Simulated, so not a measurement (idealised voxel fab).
The process module presented herein is designated voxel capacitor over wiring.
This is section cut - it's 260 nm across, gridded in 5 nm square cells.
In this document a cross-section is written as a grid of square cells. It is given as a series of bands, listed from the top down, and a band is one or more rows of cells. Basically the band line says how high the top is and how high the bottom is, in nm, and then what's in it from left to right, every material with its width in nm. Empty space shows up as "blank", and if a single material carries "edge to edge" it runs the full band edge to edge. Counting heights begins at 0, where everything beneath is, in the wafer as received, one material. The lowest band has no bottom; it goes on downwards, as "0..down" shows. Think of "30..40" as a width that walks from the first number to the second as you go down the band, top row to bottom row, taking equal-sized steps from row to row. Step marked "everything unchanged"? Then no cell in the cross-section changed in it. The entry titled "Enclosed internal cavities" provides the empty spaces that have no open way to the top, restricted to those of 8 cells or more. Each is presented as width x height at distance, the distance being measured from the left edge, with all three in nm. Step line, after settings: the simulator's comment on this step. The setting "overlay nm" may be written on the line of a step. When the step uses a mask, the value reports how far to the right of the planned place the mask lay, and a negative value reports that it lay to the left.

## Set out below are the planned steps of the process
- 1: RECEIVE [material Si]
- 2: CONFORMAL_DEP [material SiO2] [thk nm 10]
- 3: CONFORMAL_DEP [material SiN] [thk nm 5]
- 4: DIRECTIONAL_DEP [material lowk] [thk nm 15]
- 5: PATTERN [tone open] [mask id METAL_1] [material resist] [width nm 30] [pitch nm 90] [thk nm 15] [overlay nm 0]
- 6: DIRECTIONAL_ETCH [etch materials lowk] [depth nm 15]
- 7: DIRECTIONAL_ETCH [etch materials SiN] [depth nm 5]
- 8: STRIP [etch materials resist]
- 9: CONFORMAL_DEP [material TiN] [thk nm 5]
- 10: FILL_DEP [material Cu] [thk nm 10]
- 11: CMP [height nm 30]
- 12: CONFORMAL_DEP [material SiCN] [thk nm 5]
- 13: DIRECTIONAL_DEP [material SiO2] [thk nm 10]
- 14: MASKED_ETCH [tone open] [mask id PLUG_1] [width nm 15] [etch materials SiO2] [depth nm 10] [overlay nm 0]
- 15: MASKED_ETCH [tone open] [mask id PLUG_1] [width nm 15] [etch materials SiCN] [depth nm 5] [overlay nm 0]
- 16: EPI [material Ru] [thk nm 10]
- 17: EPI [material Ru] [thk nm 5]
- 18: DIRECTIONAL_DEP [material TiN] [thk nm 10]
- 19: DIRECTIONAL_DEP [material HfO2] [thk nm 5]
- 20: DIRECTIONAL_DEP [material TiN] [thk nm 5]
- 21: PATTERN [tone cover] [mask id UPPER_PLATE] [material resist] [width nm 65] [thk nm 15] [overlay nm 0]
- 22: DIRECTIONAL_ETCH [etch materials TiN] [depth nm 5]
- 23: DIRECTIONAL_ETCH [etch materials HfO2] [depth nm 5]
- 24: STRIP [etch materials resist]
- 25: DIRECTIONAL_DEP [material aC] [thk nm 15]
- 26: PATTERN [tone cover] [mask id LOWER_PLATE] [material resist] [width nm 75] [thk nm 35] [overlay nm 0]
- 27: DIRECTIONAL_ETCH [etch materials aC] [depth nm 15]
- 28: STRIP [etch materials resist]
- 29: DIRECTIONAL_ETCH [etch materials TiN] [depth nm 10]
- 30: STRIP [etch materials aC]
- 31: FILL_DEP [material SiO2] [thk nm 15]
- 32: CMP [height nm 75]
- 33: PATTERN [tone open] [mask id PLUG_2] [material resist] [width nm 15] [thk nm 15] [overlay nm 0]
- 34: DIRECTIONAL_ETCH [etch materials SiO2] [depth nm 10]
- 35: STRIP [etch materials resist]
- 36: CONFORMAL_DEP [material TiN] [thk nm 5]
- 37: FILL_DEP [material Cu] [thk nm 10]
- 38: CMP [height nm 75]
- 39: CONFORMAL_DEP [material SiN] [thk nm 5]

## Cross-section of the wafer as it came to us, i.e., already through step 1
> 0..down = Si edge to edge
> Enclosed internal cavities: none

## End-of-module cross-section of the first of two wafers, processed as planned
> 80..75 = SiN edge to edge
> 75..70 = 95 SiO2, 5 TiN, 5 Cu, 5 TiN, 150 SiO2
> 70..60 = 95..85 SiO2, 15..65 TiN, 150..110 SiO2
> 60..55 = 85 SiO2, 65 HfO2, 110 SiO2
> 55..45 = 80 SiO2, 75 TiN, 105 SiO2
> 45..35 = 85 SiO2, 15 Ru, 160 SiO2
> 35..30 = 85 SiCN, 15 Ru, 160 SiCN
> 30..15 = 70 lowk, 5 TiN, 20 Cu, 5 TiN, 60 lowk, 5 TiN, 20 Cu, 5 TiN, 70 lowk
> 15..10 = 70 SiN, 30 TiN, 60 SiN, 30 TiN, 70 SiN
> 10..0 = SiO2 edge to edge
> 0..down = Si edge to edge
> Enclosed internal cavities: none

## Here's the second of our two wafers sectioned at module end. Same start as the first, same plan, but one mistake got made running it
> 80..75 = SiN edge to edge
> 75..70 = 95 SiO2, 5 TiN, 5 Cu, 5 TiN, 150 SiO2
> 70..60 = 95..90 SiO2, 15..65 TiN, 150..105 SiO2
> 60..55 = 90 SiO2, 65 HfO2, 105 SiO2
> 55..45 = 80 SiO2, 75 TiN, 105 SiO2
> 45..35 = 85 SiO2, 15 Ru, 160 SiO2
> 35..30 = 85 SiCN, 15 Ru, 160 SiCN
> 30..15 = 70 lowk, 5 TiN, 20 Cu, 5 TiN, 60 lowk, 5 TiN, 20 Cu, 5 TiN, 70 lowk
> 15..10 = 70 SiN, 30 TiN, 60 SiN, 30 TiN, 70 SiN
> 10..0 = SiO2 edge to edge
> 0..down = Si edge to edge
> Enclosed internal cavities: none
What broke from the plan during processing? step 21 was run on a setting that differed from the plan, and what really ran there is PATTERN [tone cover] [mask id UPPER_PLATE] [material resist] [width nm 65] [thk nm 15] [overlay nm 5]
At the end, each material covers as many cells on the second wafer as it does on the first, though the cells it covers are elsewhere.
